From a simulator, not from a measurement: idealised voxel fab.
Process module, titled voxel fin reveal
Shown is cross-section cut, with a width of 290 nm and square cells of size 5 nm.
Reading order for cross-sections: top band down to bottom band. Underlying form: a grid of square cells. Band size: one or more rows of cells.
Heights first: top, then bottom, in nm. Then materials, left to right, each with a width in nm. "edge to edge" on a single material: fills the band edge to edge. "empty": empty space.
The reference from which all heights are counted is 0, the level beneath which the as-received wafer is entirely one material; the lowest band, having no lower bound, proceeds downward and is written after the example "0 and below".
When a width is written as two numbers, as in "30 to 40", the first number is the width in the top row of cells of the band and the second is the width in its bottom row, and the width changes by the same amount from each row to the next.
Reading "everything unchanged" for a step: not a cell of the cross-section changed in it.
"Closed void inventory" contains a list of empty spaces, each no smaller than 8 cells and without an open way to the top, written in the form width x height at distance with the distance from the left edge and all three in nm.
Post-settings text on a step line: simulator's own remark regarding the step.
When a step includes a mask, the "overlay nm" setting on its line states how far to the right of its planned place that mask lay, and negative values state how far to the left.

# Planned process steps
step 1: RECEIVE: material Si
step 2: CONFORMAL_DEP: material SiN, thk nm 10
step 3: DIRECTIONAL_DEP: material aC, thk nm 15
step 4: PATTERN: tone cover, mask id FINS, material resist, width nm 15, pitch nm 35, thk nm 30, overlay nm 0
step 5: DIRECTIONAL_ETCH: etch materials aC, depth nm 15
step 6: STRIP: etch materials resist
step 7: DIRECTIONAL_ETCH: etch materials SiN, depth nm 10
step 8: DIRECTIONAL_ETCH: etch materials Si, depth nm 35
step 9: STRIP: etch materials aC
step 10: OXIDIZE: depth nm 5
step 11: FILL_DEP: material SiO2, thk nm 5
step 12: CMP: height nm 10
step 13: SELECTIVE_ETCH: etch materials SiO2, depth nm 35
step 14: STRIP: etch materials SiN
step 15: CONFORMAL_DEP: material SiO2, thk nm 5

# Wafer, first of two, run as planned

# Cross-section of the wafer at receipt, which is the condition after step 1
    0 and below  Si edge to edge
    Closed void inventory: none

# How the wafer stands in section after step 2
    10 down to 0  SiN edge to edge
    Beneath the level 0, the cross-section is identical to its previous state.

# How the wafer stands in section after step 3
    25 down to 10  aC edge to edge
    Beneath the level 10, the cross-section is identical to its previous state.

# How the wafer stands in section after step 4
    55 down to 25  empty 85 nm / resist 15 nm / empty 20 nm / resist 15 nm / empty 20 nm / resist 15 nm / empty 20 nm / resist 15 nm / empty 85 nm
    Beneath the level 25, the cross-section is identical to its previous state.

# How the wafer stands in section after step 5
    40 down to 25  empty 85 nm / resist 15 nm / empty 20 nm / resist 15 nm / empty 20 nm / resist 15 nm / empty 20 nm / resist 15 nm / empty 85 nm
    25 down to 10  empty 85 nm / aC 15 nm / empty 20 nm / aC 15 nm / empty 20 nm / aC 15 nm / empty 20 nm / aC 15 nm / empty 85 nm
    Beneath the level 10, the cross-section is identical to its previous state.

# How the wafer stands in section after step 6
    25 down to 10  empty 85 nm / aC 15 nm / empty 20 nm / aC 15 nm / empty 20 nm / aC 15 nm / empty 20 nm / aC 15 nm / empty 85 nm
    Beneath the level 10, the cross-section is identical to its previous state.

# How the wafer stands in section after step 7
    25 down to 10  empty 85 nm / aC 15 nm / empty 20 nm / aC 15 nm / empty 20 nm / aC 15 nm / empty 20 nm / aC 15 nm / empty 85 nm
    10 down to 0  empty 85 nm / SiN 15 nm / empty 20 nm / SiN 15 nm / empty 20 nm / SiN 15 nm / empty 20 nm / SiN 15 nm / empty 85 nm
    Beneath the level 0, the cross-section is identical to its previous state.

# How the wafer stands in section after step 8
    25 down to 10  empty 85 nm / aC 15 nm / empty 20 nm / aC 15 nm / empty 20 nm / aC 15 nm / empty 20 nm / aC 15 nm / empty 85 nm
    10 down to 0  empty 85 nm / SiN 15 nm / empty 20 nm / SiN 15 nm / empty 20 nm / SiN 15 nm / empty 20 nm / SiN 15 nm / empty 85 nm
    0 down to -35  empty 85 nm / Si 15 nm / empty 20 nm / Si 15 nm / empty 20 nm / Si 15 nm / empty 20 nm / Si 15 nm / empty 85 nm
    Beneath the level -35, the cross-section is identical to its previous state.

# How the wafer stands in section after step 9
    10 down to 0  empty 85 nm / SiN 15 nm / empty 20 nm / SiN 15 nm / empty 20 nm / SiN 15 nm / empty 20 nm / SiN 15 nm / empty 85 nm
    Beneath the level 0, the cross-section is identical to its previous state.

# How the wafer stands in section after step 10
    10 down to 0  empty 85 nm / SiN 15 nm / empty 20 nm / SiN 15 nm / empty 20 nm / SiN 15 nm / empty 20 nm / SiN 15 nm / empty 85 nm
    0 down to -35  empty 85 nm / SiO2 5 nm / Si 5 nm / SiO2 5 nm / empty 20 nm / SiO2 5 nm / Si 5 nm / SiO2 5 nm / empty 20 nm / SiO2 5 nm / Si 5 nm / SiO2 5 nm / empty 20 nm / SiO2 5 nm / Si 5 nm / SiO2 5 nm / empty 85 nm
    -35 down to -40  SiO2 90 nm / Si 5 nm / SiO2 30 nm / Si 5 nm / SiO2 30 nm / Si 5 nm / SiO2 30 nm / Si 5 nm / SiO2 90 nm
    Beneath the level -40, the cross-section is identical to its previous state.

# How the wafer stands in section after step 11
    15 down to 10  SiO2 edge to edge
    10 down to 0  SiO2 85 nm / SiN 15 nm / SiO2 20 nm / SiN 15 nm / SiO2 20 nm / SiN 15 nm / SiO2 20 nm / SiN 15 nm / SiO2 85 nm
    0 down to -40  SiO2 90 nm / Si 5 nm / SiO2 30 nm / Si 5 nm / SiO2 30 nm / Si 5 nm / SiO2 30 nm / Si 5 nm / SiO2 90 nm
    Beneath the level -40, the cross-section is identical to its previous state.

# How the wafer stands in section after step 12
    10 down to 0  SiO2 85 nm / SiN 15 nm / SiO2 20 nm / SiN 15 nm / SiO2 20 nm / SiN 15 nm / SiO2 20 nm / SiN 15 nm / SiO2 85 nm
    Beneath the level 0, the cross-section is identical to its previous state.

# How the wafer stands in section after step 13
    10 down to 0  empty 85 nm / SiN 15 nm / empty 20 nm / SiN 15 nm / empty 20 nm / SiN 15 nm / empty 20 nm / SiN 15 nm / empty 85 nm
    0 down to -25  empty 90 nm / Si 5 nm / empty 30 nm / Si 5 nm / empty 30 nm / Si 5 nm / empty 30 nm / Si 5 nm / empty 90 nm
    Beneath the level -25, the cross-section is identical to its previous state.

# How the wafer stands in section after step 14
    0 down to -25  empty 90 nm / Si 5 nm / empty 30 nm / Si 5 nm / empty 30 nm / Si 5 nm / empty 30 nm / Si 5 nm / empty 90 nm
    Beneath the level -25, the cross-section is identical to its previous state.

# How the wafer stands in section after step 15
    5 down to 0  empty 85 nm / SiO2 15 nm / empty 20 nm / SiO2 15 nm / empty 20 nm / SiO2 15 nm / empty 20 nm / SiO2 15 nm / empty 85 nm
    0 down to -20  empty 85 nm / SiO2 5 nm / Si 5 nm / SiO2 5 nm / empty 20 nm / SiO2 5 nm / Si 5 nm / SiO2 5 nm / empty 20 nm / SiO2 5 nm / Si 5 nm / SiO2 5 nm / empty 20 nm / SiO2 5 nm / Si 5 nm / SiO2 5 nm / empty 85 nm
    -20 down to -40  SiO2 90 nm / Si 5 nm / SiO2 30 nm / Si 5 nm / SiO2 30 nm / Si 5 nm / SiO2 30 nm / Si 5 nm / SiO2 90 nm
    Beneath the level -40, the cross-section is identical to its previous state.

# The Second Wafer: Common Origin and Plan, One Mistake in Execution, Identical to the First Through Step 12

# Planned end of step 13: second wafer, cross-section
    10 down to 0  SiO2 85 nm / empty 15 nm / SiO2 20 nm / empty 15 nm / SiO2 20 nm / empty 15 nm / SiO2 20 nm / empty 15 nm / SiO2 85 nm
    Beneath the level 0, the cross-section is identical to its previous state.

# Planned end of step 14: second wafer, cross-section
    0 down to -25  empty 90 nm / Si 5 nm / empty 30 nm / Si 5 nm / empty 30 nm / Si 5 nm / empty 30 nm / Si 5 nm / empty 90 nm
    -25 down to -35  SiO2 50 nm / empty 40 nm / Si 5 nm / empty 30 nm / Si 5 nm / empty 30 nm / Si 5 nm / empty 30 nm / Si 5 nm / empty 40 nm / SiO2 50 nm
    Beneath the level -35, the cross-section is identical to its previous state.

# Planned end of step 15: second wafer, cross-section
    5 down to 0  empty 85 nm / SiO2 15 nm / empty 20 nm / SiO2 15 nm / empty 20 nm / SiO2 15 nm / empty 20 nm / SiO2 15 nm / empty 85 nm
    0 down to -20  empty 85 nm / SiO2 5 nm / Si 5 nm / SiO2 5 nm / empty 20 nm / SiO2 5 nm / Si 5 nm / SiO2 5 nm / empty 20 nm / SiO2 5 nm / Si 5 nm / SiO2 5 nm / empty 20 nm / SiO2 5 nm / Si 5 nm / SiO2 5 nm / empty 85 nm
    -20 down to -30  SiO2 55 nm / empty 30 nm / SiO2 5 nm / Si 5 nm / SiO2 5 nm / empty 20 nm / SiO2 5 nm / Si 5 nm / SiO2 5 nm / empty 20 nm / SiO2 5 nm / Si 5 nm / SiO2 5 nm / empty 20 nm / SiO2 5 nm / Si 5 nm / SiO2 5 nm / empty 30 nm / SiO2 55 nm
    -30 down to -40  SiO2 90 nm / Si 5 nm / SiO2 30 nm / Si 5 nm / SiO2 30 nm / Si 5 nm / SiO2 30 nm / Si 5 nm / SiO2 90 nm
    Beneath the level -40, the cross-section is identical to its previous state.
Plan not followed: transposition of steps 13 and 14 relative to the planned sequence
Wrapping up, a cell-based count of both wafers puts the second over or under the first for these materials: 48 fewer of SiO2
